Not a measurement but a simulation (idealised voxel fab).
process module | voxel wiring stack
cross-section cut | 270 nm wide | cells 5 nm
A cross-section is a grid of square cells, given in bands from the top down. A band is one or more rows of cells.
Each band's line starts with the height of the band's top and of its bottom, in nm. Then come its materials from left to right, each with its width in nm. One material with "throughout" fills the band from edge to edge. "air" is empty space.
Height 0 is the level under which the wafer as received is all one material. The lowest band goes on downwards, as in "0 down".
A width such as "30 to 40" changes by the same amount from each row of cells to the next, from the band's top row to its bottom row.
"no change" after a step means that no cell of the cross-section changed.
closed voids: empty space of 8 cells or more with no open way to the top, each as width x height at its distance from the left edge, in nm
after a step's settings: what the simulator itself notes on the step
overlay nm, on a step with a mask: how far to the right of its planned place the mask lay; to the left if negative
plan
1 op RECEIVE | material Si
2 op CONFORMAL_DEP | material SiO2 | thk nm 10
3 op CONFORMAL_DEP | material SiCN | thk nm 5
4 op DIRECTIONAL_DEP | material SiO2 | thk nm 20
5 op MASKED_ETCH | tone open | mask id METAL_1 | width nm 20 | pitch nm 45 | etch materials SiO2 | depth nm 20 | overlay nm 0
6 op MASKED_ETCH | tone open | mask id METAL_1 | width nm 20 | pitch nm 45 | etch materials SiCN | depth nm 5 | overlay nm 0
7 op CONFORMAL_DEP | material TiN | thk nm 5
8 op FILL_DEP | material Cu | thk nm 10
9 op CMP | height nm 35
10 op CONFORMAL_DEP | material SiCN | thk nm 5
11 op DIRECTIONAL_DEP | material SiO2 | thk nm 30
12 op PATTERN | tone open | mask id METAL_2_HOLES | material resist | width nm 15 | pitch nm 90 | thk nm 15 | overlay nm 0
13 op DIRECTIONAL_ETCH | etch materials SiO2 | depth nm 30
14 op STRIP | etch materials resist
15 op DIRECTIONAL_DEP | material aC | thk nm 10
16 op PATTERN | tone open | mask id METAL_2 | material resist | width nm 20 | pitch nm 45 | thk nm 25 | overlay nm 0
17 op DIRECTIONAL_ETCH | etch materials aC | depth nm 10
18 op STRIP | etch materials resist
19 op DIRECTIONAL_ETCH | etch materials SiO2 | depth nm 20
20 op DIRECTIONAL_ETCH | etch materials SiCN | depth nm 5
21 op STRIP | etch materials aC
22 op CONFORMAL_DEP | material TiN | thk nm 5
23 op FILL_DEP | material Cu | thk nm 5
24 op CMP | height nm 70
25 op CONFORMAL_DEP | material SiCN | thk nm 5
26 op DIRECTIONAL_DEP | material SiO2 | thk nm 35
27 op PATTERN | tone open | mask id METAL_3_HOLES | material resist | width nm 15 | pitch nm 45 | thk nm 15 | overlay nm 0
28 op DIRECTIONAL_ETCH | etch materials SiO2 | depth nm 35
29 op STRIP | etch materials resist
30 op PATTERN | tone open | mask id METAL_3 | material resist | width nm 20 | pitch nm 45 | thk nm 15 | overlay nm 0
31 op DIRECTIONAL_ETCH | etch materials SiO2 | depth nm 20
32 op DIRECTIONAL_ETCH | etch materials SiCN | depth nm 5
33 op STRIP | etch materials resist
34 op CONFORMAL_DEP | material TiN | thk nm 5
35 op FILL_DEP | material Cu | thk nm 5
36 op CMP | height nm 110
37 op CONFORMAL_DEP | material SiCN | thk nm 5
38 op DIRECTIONAL_DEP | material SiO2 | thk nm 20
39 op DIRECTIONAL_DEP | material aC | thk nm 15
40 op PATTERN | tone open | mask id PLUG_3 | material resist | width nm 15 | pitch nm 90 | thk nm 35 | overlay nm 0
41 op DIRECTIONAL_ETCH | etch materials aC | depth nm 15
42 op STRIP | etch materials resist
43 op DIRECTIONAL_ETCH | etch materials SiO2 | depth nm 20
44 op DIRECTIONAL_ETCH | etch materials SiCN | depth nm 5
45 op STRIP | etch materials aC
46 op CONFORMAL_DEP | material TiN | thk nm 5
47 op FILL_DEP | material Cu | thk nm 5
48 op CMP | height nm 135
49 op DIRECTIONAL_DEP | material TiN | thk nm 5
50 op DIRECTIONAL_DEP | material Ru | thk nm 25
51 op PATTERN | tone cover | mask id METAL_4 | material resist | width nm 20 | pitch nm 45 | thk nm 20 | overlay nm 0
52 op DIRECTIONAL_ETCH | etch materials Ru | depth nm 25
53 op DIRECTIONAL_ETCH | etch materials TiN | depth nm 5
54 op STRIP | etch materials resist
55 op FILL_DEP | material SiO2 | thk nm 5
56 op CMP | height nm 165
57 op CONFORMAL_DEP | material SiCN | thk nm 5
first wafer, as planned
as received, after step 1
  0 down: Si throughout
  closed voids: none
after step 2
  10 to 0: SiO2 throughout
  below 0: unchanged
after step 3
  15 to 10: SiCN throughout
  below 10: unchanged
after step 4
  35 to 15: SiO2 throughout
  below 15: unchanged
after step 5
  35 to 15: SiO2 55 | air 20 | SiO2 25 | air 20 | SiO2 25 | air 20 | SiO2 25 | air 20 | SiO2 60
  below 15: unchanged
after step 6
  35 to 15: SiO2 55 | air 20 | SiO2 25 | air 20 | SiO2 25 | air 20 | SiO2 25 | air 20 | SiO2 60
  15 to 10: SiCN 55 | air 20 | SiCN 25 | air 20 | SiCN 25 | air 20 | SiCN 25 | air 20 | SiCN 60
  below 10: unchanged
after step 7
  40 to 35: TiN 60 | air 10 | TiN 35 | air 10 | TiN 35 | air 10 | TiN 35 | air 10 | TiN 65
  35 to 15: SiO2 55 | TiN 5 | air 10 | TiN 5 | SiO2 25 | TiN 5 | air 10 | TiN 5 | SiO2 25 | TiN 5 | air 10 | TiN 5 | SiO2 25 | TiN 5 | air 10 | TiN 5 | SiO2 60
  15 to 10: SiCN 55 | TiN 20 | SiCN 25 | TiN 20 | SiCN 25 | TiN 20 | SiCN 25 | TiN 20 | SiCN 60
  below 10: unchanged
after step 8
  50 to 40: Cu throughout
  40 to 35: TiN 60 | Cu 10 | TiN 35 | Cu 10 | TiN 35 | Cu 10 | TiN 35 | Cu 10 | TiN 65
  35 to 15: SiO2 55 | TiN 5 | Cu 10 | TiN 5 | SiO2 25 | TiN 5 | Cu 10 | TiN 5 | SiO2 25 | TiN 5 | Cu 10 | TiN 5 | SiO2 25 | TiN 5 | Cu 10 | TiN 5 | SiO2 60
  below 15: unchanged
after step 9
  35 to 15: SiO2 55 | TiN 5 | Cu 10 | TiN 5 | SiO2 25 | TiN 5 | Cu 10 | TiN 5 | SiO2 25 | TiN 5 | Cu 10 | TiN 5 | SiO2 25 | TiN 5 | Cu 10 | TiN 5 | SiO2 60
  below 15: unchanged
after step 10
  40 to 35: SiCN throughout
  below 35: unchanged
after step 11
  70 to 40: SiO2 throughout
  below 40: unchanged
after step 12
  85 to 70: resist 55 | air 15 | resist 75 | air 15 | resist 110
  below 70: unchanged
after step 13
  85 to 70: resist 55 | air 15 | resist 75 | air 15 | resist 110
  70 to 40: SiO2 55 | air 15 | SiO2 75 | air 15 | SiO2 110
  below 40: unchanged
after step 14
  70 to 40: SiO2 55 | air 15 | SiO2 75 | air 15 | SiO2 110
  below 40: unchanged
after step 15
  80 to 70: aC 55 | air 15 | aC 75 | air 15 | aC 110
  70 to 50: SiO2 55 | air 15 | SiO2 75 | air 15 | SiO2 110
  50 to 40: SiO2 55 | aC 15 | SiO2 75 | aC 15 | SiO2 110
  below 40: unchanged
after step 16
  105 to 80: resist 55 | air 20 | resist 25 | air 20 | resist 25 | air 20 | resist 25 | air 20 | resist 60
  below 80: unchanged
after step 17
  95 to 80: resist 55 | air 20 | resist 25 | air 20 | resist 25 | air 20 | resist 25 | air 20 | resist 60
  80 to 70: aC 55 | air 20 | aC 25 | air 20 | aC 25 | air 20 | aC 25 | air 20 | aC 60
  70 to 40: SiO2 55 | air 15 | SiO2 75 | air 15 | SiO2 110
  below 40: unchanged
after step 18
  80 to 70: aC 55 | air 20 | aC 25 | air 20 | aC 25 | air 20 | aC 25 | air 20 | aC 60
  below 70: unchanged
after step 19
  80 to 70: aC 55 | air 20 | aC 25 | air 20 | aC 25 | air 20 | aC 25 | air 20 | aC 60
  70 to 50: SiO2 55 | air 20 | SiO2 25 | air 20 | SiO2 25 | air 20 | SiO2 25 | air 20 | SiO2 60
  below 50: unchanged
after step 20
  80 to 70: aC 55 | air 20 | aC 25 | air 20 | aC 25 | air 20 | aC 25 | air 20 | aC 60
  70 to 50: SiO2 55 | air 20 | SiO2 25 | air 20 | SiO2 25 | air 20 | SiO2 25 | air 20 | SiO2 60
  50 to 40: SiO2 55 | air 15 | SiO2 75 | air 15 | SiO2 110
  40 to 35: SiCN 55 | air 15 | SiCN 75 | air 15 | SiCN 110
  below 35: unchanged
after step 21
  70 to 50: SiO2 55 | air 20 | SiO2 25 | air 20 | SiO2 25 | air 20 | SiO2 25 | air 20 | SiO2 60
  below 50: unchanged
after step 22
  75 to 70: TiN 60 | air 10 | TiN 35 | air 10 | TiN 35 | air 10 | TiN 35 | air 10 | TiN 65
  70 to 55: SiO2 55 | TiN 5 | air 10 | TiN 5 | SiO2 25 | TiN 5 | air 10 | TiN 5 | SiO2 25 | TiN 5 | air 10 | TiN 5 | SiO2 25 | TiN 5 | air 10 | TiN 5 | SiO2 60
  55 to 50: SiO2 55 | TiN 5 | air 5 | TiN 10 | SiO2 25 | TiN 20 | SiO2 25 | TiN 5 | air 5 | TiN 10 | SiO2 25 | TiN 20 | SiO2 60
  50 to 40: SiO2 55 | TiN 5 | air 5 | TiN 5 | SiO2 75 | TiN 5 | air 5 | TiN 5 | SiO2 110
  40 to 35: SiCN 55 | TiN 15 | SiCN 75 | TiN 15 | SiCN 110
  below 35: unchanged
after step 23
  80 to 75: Cu throughout
  75 to 70: TiN 60 | Cu 10 | TiN 35 | Cu 10 | TiN 35 | Cu 10 | TiN 35 | Cu 10 | TiN 65
  70 to 55: SiO2 55 | TiN 5 | Cu 10 | TiN 5 | SiO2 25 | TiN 5 | Cu 10 | TiN 5 | SiO2 25 | TiN 5 | Cu 10 | TiN 5 | SiO2 25 | TiN 5 | Cu 10 | TiN 5 | SiO2 60
  55 to 50: SiO2 55 | TiN 5 | Cu 5 | TiN 10 | SiO2 25 | TiN 20 | SiO2 25 | TiN 5 | Cu 5 | TiN 10 | SiO2 25 | TiN 20 | SiO2 60
  50 to 40: SiO2 55 | TiN 5 | Cu 5 | TiN 5 | SiO2 75 | TiN 5 | Cu 5 | TiN 5 | SiO2 110
  below 40: unchanged
after step 24
  70 to 55: SiO2 55 | TiN 5 | Cu 10 | TiN 5 | SiO2 25 | TiN 5 | Cu 10 | TiN 5 | SiO2 25 | TiN 5 | Cu 10 | TiN 5 | SiO2 25 | TiN 5 | Cu 10 | TiN 5 | SiO2 60
  below 55: unchanged
after step 25
  75 to 70: SiCN throughout
  below 70: unchanged
after step 26
  110 to 75: SiO2 throughout
  below 75: unchanged
after step 27
  125 to 110: resist 55 | air 15 | resist 30 | air 15 | resist 30 | air 15 | resist 30 | air 15 | resist 65
  below 110: unchanged
after step 28
  125 to 110: resist 55 | air 15 | resist 30 | air 15 | resist 30 | air 15 | resist 30 | air 15 | resist 65
  110 to 75: SiO2 55 | air 15 | SiO2 30 | air 15 | SiO2 30 | air 15 | SiO2 30 | air 15 | SiO2 65
  below 75: unchanged
after step 29
  110 to 75: SiO2 55 | air 15 | SiO2 30 | air 15 | SiO2 30 | air 15 | SiO2 30 | air 15 | SiO2 65
  below 75: unchanged
after step 30
  125 to 110: resist 55 | air 20 | resist 25 | air 20 | resist 25 | air 20 | resist 25 | air 20 | resist 60
  below 110: unchanged
after step 31
  125 to 110: resist 55 | air 20 | resist 25 | air 20 | resist 25 | air 20 | resist 25 | air 20 | resist 60
  110 to 90: SiO2 55 | air 20 | SiO2 25 | air 20 | SiO2 25 | air 20 | SiO2 25 | air 20 | SiO2 60
  below 90: unchanged
after step 32
  125 to 110: resist 55 | air 20 | resist 25 | air 20 | resist 25 | air 20 | resist 25 | air 20 | resist 60
  110 to 90: SiO2 55 | air 20 | SiO2 25 | air 20 | SiO2 25 | air 20 | SiO2 25 | air 20 | SiO2 60
  90 to 75: SiO2 55 | air 15 | SiO2 30 | air 15 | SiO2 30 | air 15 | SiO2 30 | air 15 | SiO2 65
  75 to 70: SiCN 55 | air 15 | SiCN 30 | air 15 | SiCN 30 | air 15 | SiCN 30 | air 15 | SiCN 65
  below 70: unchanged
after step 33
  110 to 90: SiO2 55 | air 20 | SiO2 25 | air 20 | SiO2 25 | air 20 | SiO2 25 | air 20 | SiO2 60
  below 90: unchanged
after step 34
  115 to 110: TiN 60 | air 10 | TiN 35 | air 10 | TiN 35 | air 10 | TiN 35 | air 10 | TiN 65
  110 to 95: SiO2 55 | TiN 5 | air 10 | TiN 5 | SiO2 25 | TiN 5 | air 10 | TiN 5 | SiO2 25 | TiN 5 | air 10 | TiN 5 | SiO2 25 | TiN 5 | air 10 | TiN 5 | SiO2 60
  95 to 90: SiO2 55 | TiN 5 | air 5 | TiN 10 | SiO2 25 | TiN 5 | air 5 | TiN 10 | SiO2 25 | TiN 5 | air 5 | TiN 10 | SiO2 25 | TiN 5 | air 5 | TiN 10 | SiO2 60
  90 to 75: SiO2 55 | TiN 5 | air 5 | TiN 5 | SiO2 30 | TiN 5 | air 5 | TiN 5 | SiO2 30 | TiN 5 | air 5 | TiN 5 | SiO2 30 | TiN 5 | air 5 | TiN 5 | SiO2 65
  75 to 70: SiCN 55 | TiN 15 | SiCN 30 | TiN 15 | SiCN 30 | TiN 15 | SiCN 30 | TiN 15 | SiCN 65
  below 70: unchanged
after step 35
  120 to 115: Cu throughout
  115 to 110: TiN 60 | Cu 10 | TiN 35 | Cu 10 | TiN 35 | Cu 10 | TiN 35 | Cu 10 | TiN 65
  110 to 95: SiO2 55 | TiN 5 | Cu 10 | TiN 5 | SiO2 25 | TiN 5 | Cu 10 | TiN 5 | SiO2 25 | TiN 5 | Cu 10 | TiN 5 | SiO2 25 | TiN 5 | Cu 10 | TiN 5 | SiO2 60
  95 to 90: SiO2 55 | TiN 5 | Cu 5 | TiN 10 | SiO2 25 | TiN 5 | Cu 5 | TiN 10 | SiO2 25 | TiN 5 | Cu 5 | TiN 10 | SiO2 25 | TiN 5 | Cu 5 | TiN 10 | SiO2 60
  90 to 75: SiO2 55 | TiN 5 | Cu 5 | TiN 5 | SiO2 30 | TiN 5 | Cu 5 | TiN 5 | SiO2 30 | TiN 5 | Cu 5 | TiN 5 | SiO2 30 | TiN 5 | Cu 5 | TiN 5 | SiO2 65
  below 75: unchanged
after step 36
  110 to 95: SiO2 55 | TiN 5 | Cu 10 | TiN 5 | SiO2 25 | TiN 5 | Cu 10 | TiN 5 | SiO2 25 | TiN 5 | Cu 10 | TiN 5 | SiO2 25 | TiN 5 | Cu 10 | TiN 5 | SiO2 60
  below 95: unchanged
after step 37
  115 to 110: SiCN throughout
  below 110: unchanged
after step 38
  135 to 115: SiO2 throughout
  below 115: unchanged
after step 39
  150 to 135: aC throughout
  below 135: unchanged
after step 40
  185 to 150: resist 55 | air 15 | resist 75 | air 15 | resist 110
  below 150: unchanged
after step 41
  170 to 150: resist 55 | air 15 | resist 75 | air 15 | resist 110
  150 to 135: aC 55 | air 15 | aC 75 | air 15 | aC 110
  below 135: unchanged
after step 42
  150 to 135: aC 55 | air 15 | aC 75 | air 15 | aC 110
  below 135: unchanged
after step 43
  150 to 135: aC 55 | air 15 | aC 75 | air 15 | aC 110
  135 to 115: SiO2 55 | air 15 | SiO2 75 | air 15 | SiO2 110
  below 115: unchanged
after step 44
  150 to 135: aC 55 | air 15 | aC 75 | air 15 | aC 110
  135 to 115: SiO2 55 | air 15 | SiO2 75 | air 15 | SiO2 110
  115 to 110: SiCN 55 | air 15 | SiCN 75 | air 15 | SiCN 110
  below 110: unchanged
after step 45
  135 to 115: SiO2 55 | air 15 | SiO2 75 | air 15 | SiO2 110
  below 115: unchanged
after step 46
  140 to 135: TiN 60 | air 5 | TiN 85 | air 5 | TiN 115
  135 to 115: SiO2 55 | TiN 5 | air 5 | TiN 5 | SiO2 75 | TiN 5 | air 5 | TiN 5 | SiO2 110
  115 to 110: SiCN 55 | TiN 15 | SiCN 75 | TiN 15 | SiCN 110
  below 110: unchanged
after step 47
  145 to 140: Cu throughout
  140 to 135: TiN 60 | Cu 5 | TiN 85 | Cu 5 | TiN 115
  135 to 115: SiO2 55 | TiN 5 | Cu 5 | TiN 5 | SiO2 75 | TiN 5 | Cu 5 | TiN 5 | SiO2 110
  below 115: unchanged
after step 48
  135 to 115: SiO2 55 | TiN 5 | Cu 5 | TiN 5 | SiO2 75 | TiN 5 | Cu 5 | TiN 5 | SiO2 110
  below 115: unchanged
after step 49
  140 to 135: TiN throughout
  below 135: unchanged
after step 50
  165 to 140: Ru throughout
  below 140: unchanged
after step 51
  185 to 165: air 55 | resist 20 | air 25 | resist 20 | air 25 | resist 20 | air 25 | resist 20 | air 60
  below 165: unchanged
after step 52
  185 to 165: air 55 | resist 20 | air 25 | resist 20 | air 25 | resist 20 | air 25 | resist 20 | air 60
  165 to 140: air 55 | Ru 20 | air 25 | Ru 20 | air 25 | Ru 20 | air 25 | Ru 20 | air 60
  below 140: unchanged
after step 53
  185 to 165: air 55 | resist 20 | air 25 | resist 20 | air 25 | resist 20 | air 25 | resist 20 | air 60
  165 to 140: air 55 | Ru 20 | air 25 | Ru 20 | air 25 | Ru 20 | air 25 | Ru 20 | air 60
  140 to 135: air 55 | TiN 20 | air 25 | TiN 20 | air 25 | TiN 20 | air 25 | TiN 20 | air 60
  below 135: unchanged
after step 54
  165 to 140: air 55 | Ru 20 | air 25 | Ru 20 | air 25 | Ru 20 | air 25 | Ru 20 | air 60
  below 140: unchanged
after step 55
  170 to 165: SiO2 throughout
  165 to 140: SiO2 55 | Ru 20 | SiO2 25 | Ru 20 | SiO2 25 | Ru 20 | SiO2 25 | Ru 20 | SiO2 60
  140 to 135: SiO2 55 | TiN 20 | SiO2 25 | TiN 20 | SiO2 25 | TiN 20 | SiO2 25 | TiN 20 | SiO2 60
  below 135: unchanged
after step 56
  165 to 140: SiO2 55 | Ru 20 | SiO2 25 | Ru 20 | SiO2 25 | Ru 20 | SiO2 25 | Ru 20 | SiO2 60
  below 140: unchanged
after step 57
  170 to 165: SiCN throughout
  below 165: unchanged
second wafer: like start, like plan, one mistake. Through step 10 it matches the first wafer
when step 11 should have ended
  65 to 40: SiO2 throughout
  below 40: unchanged
when step 12 should have ended
  80 to 65: resist 55 | air 15 | resist 75 | air 15 | resist 110
  below 65: unchanged
when step 13 should have ended
  80 to 65: resist 55 | air 15 | resist 75 | air 15 | resist 110
  65 to 40: SiO2 55 | air 15 | SiO2 75 | air 15 | SiO2 110
  below 40: unchanged
when step 14 should have ended
  65 to 40: SiO2 55 | air 15 | SiO2 75 | air 15 | SiO2 110
  below 40: unchanged
when step 15 should have ended
  75 to 65: aC 55 | air 15 | aC 75 | air 15 | aC 110
  65 to 50: SiO2 55 | air 15 | SiO2 75 | air 15 | SiO2 110
  50 to 40: SiO2 55 | aC 15 | SiO2 75 | aC 15 | SiO2 110
  below 40: unchanged
when step 16 should have ended
  100 to 75: resist 55 | air 20 | resist 25 | air 20 | resist 25 | air 20 | resist 25 | air 20 | resist 60
  below 75: unchanged
when step 17 should have ended
  90 to 75: resist 55 | air 20 | resist 25 | air 20 | resist 25 | air 20 | resist 25 | air 20 | resist 60
  75 to 65: aC 55 | air 20 | aC 25 | air 20 | aC 25 | air 20 | aC 25 | air 20 | aC 60
  65 to 40: SiO2 55 | air 15 | SiO2 75 | air 15 | SiO2 110
  below 40: unchanged
when step 18 should have ended
  75 to 65: aC 55 | air 20 | aC 25 | air 20 | aC 25 | air 20 | aC 25 | air 20 | aC 60
  below 65: unchanged
when step 19 should have ended
  75 to 65: aC 55 | air 20 | aC 25 | air 20 | aC 25 | air 20 | aC 25 | air 20 | aC 60
  65 to 45: SiO2 55 | air 20 | SiO2 25 | air 20 | SiO2 25 | air 20 | SiO2 25 | air 20 | SiO2 60
  below 45: unchanged
when step 20 should have ended
  75 to 65: aC 55 | air 20 | aC 25 | air 20 | aC 25 | air 20 | aC 25 | air 20 | aC 60
  65 to 45: SiO2 55 | air 20 | SiO2 25 | air 20 | SiO2 25 | air 20 | SiO2 25 | air 20 | SiO2 60
  45 to 40: SiO2 55 | air 15 | SiO2 75 | air 15 | SiO2 110
  40 to 35: SiCN 55 | air 15 | SiCN 75 | air 15 | SiCN 110
  below 35: unchanged
when step 21 should have ended
  65 to 45: SiO2 55 | air 20 | SiO2 25 | air 20 | SiO2 25 | air 20 | SiO2 25 | air 20 | SiO2 60
  below 45: unchanged
when step 22 should have ended
  70 to 65: TiN 60 | air 10 | TiN 35 | air 10 | TiN 35 | air 10 | TiN 35 | air 10 | TiN 65
  65 to 50: SiO2 55 | TiN 5 | air 10 | TiN 5 | SiO2 25 | TiN 5 | air 10 | TiN 5 | SiO2 25 | TiN 5 | air 10 | TiN 5 | SiO2 25 | TiN 5 | air 10 | TiN 5 | SiO2 60
  50 to 45: SiO2 55 | TiN 5 | air 5 | TiN 10 | SiO2 25 | TiN 20 | SiO2 25 | TiN 5 | air 5 | TiN 10 | SiO2 25 | TiN 20 | SiO2 60
  45 to 40: SiO2 55 | TiN 5 | air 5 | TiN 5 | SiO2 75 | TiN 5 | air 5 | TiN 5 | SiO2 110
  40 to 35: SiCN 55 | TiN 15 | SiCN 75 | TiN 15 | SiCN 110
  below 35: unchanged
when step 23 should have ended
  75 to 70: Cu throughout
  70 to 65: TiN 60 | Cu 10 | TiN 35 | Cu 10 | TiN 35 | Cu 10 | TiN 35 | Cu 10 | TiN 65
  65 to 50: SiO2 55 | TiN 5 | Cu 10 | TiN 5 | SiO2 25 | TiN 5 | Cu 10 | TiN 5 | SiO2 25 | TiN 5 | Cu 10 | TiN 5 | SiO2 25 | TiN 5 | Cu 10 | TiN 5 | SiO2 60
  50 to 45: SiO2 55 | TiN 5 | Cu 5 | TiN 10 | SiO2 25 | TiN 20 | SiO2 25 | TiN 5 | Cu 5 | TiN 10 | SiO2 25 | TiN 20 | SiO2 60
  45 to 40: SiO2 55 | TiN 5 | Cu 5 | TiN 5 | SiO2 75 | TiN 5 | Cu 5 | TiN 5 | SiO2 110
  below 40: unchanged
when step 24 should have ended
  70 to 65: TiN 60 | Cu 10 | TiN 35 | Cu 10 | TiN 35 | Cu 10 | TiN 35 | Cu 10 | TiN 65
  below 65: unchanged
when step 25 should have ended
  75 to 70: SiCN throughout
  below 70: unchanged
when step 26 should have ended
  110 to 75: SiO2 throughout
  below 75: unchanged
when step 27 should have ended
  125 to 110: resist 55 | air 15 | resist 30 | air 15 | resist 30 | air 15 | resist 30 | air 15 | resist 65
  below 110: unchanged
when step 28 should have ended
  125 to 110: resist 55 | air 15 | resist 30 | air 15 | resist 30 | air 15 | resist 30 | air 15 | resist 65
  110 to 75: SiO2 55 | air 15 | SiO2 30 | air 15 | SiO2 30 | air 15 | SiO2 30 | air 15 | SiO2 65
  below 75: unchanged
when step 29 should have ended
  110 to 75: SiO2 55 | air 15 | SiO2 30 | air 15 | SiO2 30 | air 15 | SiO2 30 | air 15 | SiO2 65
  below 75: unchanged
when step 30 should have ended
  125 to 110: resist 55 | air 20 | resist 25 | air 20 | resist 25 | air 20 | resist 25 | air 20 | resist 60
  below 110: unchanged
when step 31 should have ended
  125 to 110: resist 55 | air 20 | resist 25 | air 20 | resist 25 | air 20 | resist 25 | air 20 | resist 60
  110 to 90: SiO2 55 | air 20 | SiO2 25 | air 20 | SiO2 25 | air 20 | SiO2 25 | air 20 | SiO2 60
  below 90: unchanged
when step 32 should have ended
  125 to 110: resist 55 | air 20 | resist 25 | air 20 | resist 25 | air 20 | resist 25 | air 20 | resist 60
  110 to 90: SiO2 55 | air 20 | SiO2 25 | air 20 | SiO2 25 | air 20 | SiO2 25 | air 20 | SiO2 60
  90 to 75: SiO2 55 | air 15 | SiO2 30 | air 15 | SiO2 30 | air 15 | SiO2 30 | air 15 | SiO2 65
  75 to 70: SiCN 55 | air 15 | SiCN 30 | air 15 | SiCN 30 | air 15 | SiCN 30 | air 15 | SiCN 65
  below 70: unchanged
when step 33 should have ended
  110 to 90: SiO2 55 | air 20 | SiO2 25 | air 20 | SiO2 25 | air 20 | SiO2 25 | air 20 | SiO2 60
  below 90: unchanged
when step 34 should have ended
  115 to 110: TiN 60 | air 10 | TiN 35 | air 10 | TiN 35 | air 10 | TiN 35 | air 10 | TiN 65
  110 to 95: SiO2 55 | TiN 5 | air 10 | TiN 5 | SiO2 25 | TiN 5 | air 10 | TiN 5 | SiO2 25 | TiN 5 | air 10 | TiN 5 | SiO2 25 | TiN 5 | air 10 | TiN 5 | SiO2 60
  95 to 90: SiO2 55 | TiN 5 | air 5 | TiN 10 | SiO2 25 | TiN 5 | air 5 | TiN 10 | SiO2 25 | TiN 5 | air 5 | TiN 10 | SiO2 25 | TiN 5 | air 5 | TiN 10 | SiO2 60
  90 to 75: SiO2 55 | TiN 5 | air 5 | TiN 5 | SiO2 30 | TiN 5 | air 5 | TiN 5 | SiO2 30 | TiN 5 | air 5 | TiN 5 | SiO2 30 | TiN 5 | air 5 | TiN 5 | SiO2 65
  75 to 70: SiCN 55 | TiN 15 | SiCN 30 | TiN 15 | SiCN 30 | TiN 15 | SiCN 30 | TiN 15 | SiCN 65
  below 70: unchanged
when step 35 should have ended
  120 to 115: Cu throughout
  115 to 110: TiN 60 | Cu 10 | TiN 35 | Cu 10 | TiN 35 | Cu 10 | TiN 35 | Cu 10 | TiN 65
  110 to 95: SiO2 55 | TiN 5 | Cu 10 | TiN 5 | SiO2 25 | TiN 5 | Cu 10 | TiN 5 | SiO2 25 | TiN 5 | Cu 10 | TiN 5 | SiO2 25 | TiN 5 | Cu 10 | TiN 5 | SiO2 60
  95 to 90: SiO2 55 | TiN 5 | Cu 5 | TiN 10 | SiO2 25 | TiN 5 | Cu 5 | TiN 10 | SiO2 25 | TiN 5 | Cu 5 | TiN 10 | SiO2 25 | TiN 5 | Cu 5 | TiN 10 | SiO2 60
  90 to 75: SiO2 55 | TiN 5 | Cu 5 | TiN 5 | SiO2 30 | TiN 5 | Cu 5 | TiN 5 | SiO2 30 | TiN 5 | Cu 5 | TiN 5 | SiO2 30 | TiN 5 | Cu 5 | TiN 5 | SiO2 65
  below 75: unchanged
when step 36 should have ended
  110 to 95: SiO2 55 | TiN 5 | Cu 10 | TiN 5 | SiO2 25 | TiN 5 | Cu 10 | TiN 5 | SiO2 25 | TiN 5 | Cu 10 | TiN 5 | SiO2 25 | TiN 5 | Cu 10 | TiN 5 | SiO2 60
  below 95: unchanged
when step 37 should have ended
  115 to 110: SiCN throughout
  below 110: unchanged
when step 38 should have ended
  135 to 115: SiO2 throughout
  below 115: unchanged
when step 39 should have ended
  150 to 135: aC throughout
  below 135: unchanged
when step 40 should have ended
  185 to 150: resist 55 | air 15 | resist 75 | air 15 | resist 110
  below 150: unchanged
when step 41 should have ended
  170 to 150: resist 55 | air 15 | resist 75 | air 15 | resist 110
  150 to 135: aC 55 | air 15 | aC 75 | air 15 | aC 110
  below 135: unchanged
when step 42 should have ended
  150 to 135: aC 55 | air 15 | aC 75 | air 15 | aC 110
  below 135: unchanged
when step 43 should have ended
  150 to 135: aC 55 | air 15 | aC 75 | air 15 | aC 110
  135 to 115: SiO2 55 | air 15 | SiO2 75 | air 15 | SiO2 110
  below 115: unchanged
when step 44 should have ended
  150 to 135: aC 55 | air 15 | aC 75 | air 15 | aC 110
  135 to 115: SiO2 55 | air 15 | SiO2 75 | air 15 | SiO2 110
  115 to 110: SiCN 55 | air 15 | SiCN 75 | air 15 | SiCN 110
  below 110: unchanged
when step 45 should have ended
  135 to 115: SiO2 55 | air 15 | SiO2 75 | air 15 | SiO2 110
  below 115: unchanged
when step 46 should have ended
  140 to 135: TiN 60 | air 5 | TiN 85 | air 5 | TiN 115
  135 to 115: SiO2 55 | TiN 5 | air 5 | TiN 5 | SiO2 75 | TiN 5 | air 5 | TiN 5 | SiO2 110
  115 to 110: SiCN 55 | TiN 15 | SiCN 75 | TiN 15 | SiCN 110
  below 110: unchanged
when step 47 should have ended
  145 to 140: Cu throughout
  140 to 135: TiN 60 | Cu 5 | TiN 85 | Cu 5 | TiN 115
  135 to 115: SiO2 55 | TiN 5 | Cu 5 | TiN 5 | SiO2 75 | TiN 5 | Cu 5 | TiN 5 | SiO2 110
  below 115: unchanged
when step 48 should have ended
  135 to 115: SiO2 55 | TiN 5 | Cu 5 | TiN 5 | SiO2 75 | TiN 5 | Cu 5 | TiN 5 | SiO2 110
  below 115: unchanged
when step 49 should have ended
  140 to 135: TiN throughout
  below 135: unchanged
when step 50 should have ended
  165 to 140: Ru throughout
  below 140: unchanged
when step 51 should have ended
  185 to 165: air 55 | resist 20 | air 25 | resist 20 | air 25 | resist 20 | air 25 | resist 20 | air 60
  below 165: unchanged
when step 52 should have ended
  185 to 165: air 55 | resist 20 | air 25 | resist 20 | air 25 | resist 20 | air 25 | resist 20 | air 60
  165 to 140: air 55 | Ru 20 | air 25 | Ru 20 | air 25 | Ru 20 | air 25 | Ru 20 | air 60
  below 140: unchanged
when step 53 should have ended
  185 to 165: air 55 | resist 20 | air 25 | resist 20 | air 25 | resist 20 | air 25 | resist 20 | air 60
  165 to 140: air 55 | Ru 20 | air 25 | Ru 20 | air 25 | Ru 20 | air 25 | Ru 20 | air 60
  140 to 135: air 55 | TiN 20 | air 25 | TiN 20 | air 25 | TiN 20 | air 25 | TiN 20 | air 60
  below 135: unchanged
when step 54 should have ended
  165 to 140: air 55 | Ru 20 | air 25 | Ru 20 | air 25 | Ru 20 | air 25 | Ru 20 | air 60
  below 140: unchanged
when step 55 should have ended
  170 to 165: SiO2 throughout
  165 to 140: SiO2 55 | Ru 20 | SiO2 25 | Ru 20 | SiO2 25 | Ru 20 | SiO2 25 | Ru 20 | SiO2 60
  140 to 135: SiO2 55 | TiN 20 | SiO2 25 | TiN 20 | SiO2 25 | TiN 20 | SiO2 25 | TiN 20 | SiO2 60
  below 135: unchanged
when step 56 should have ended
  165 to 140: SiO2 55 | Ru 20 | SiO2 25 | Ru 20 | SiO2 25 | Ru 20 | SiO2 25 | Ru 20 | SiO2 60
  below 140: unchanged
when step 57 should have ended
  170 to 165: SiCN throughout
  below 165: unchanged
what went wrong: step 11 ran as: op DIRECTIONAL_DEP | material SiO2 | thk nm 25
at the end the second wafer has, in cells: 6 more of Cu | 48 fewer of SiO2 | 42 more of TiN
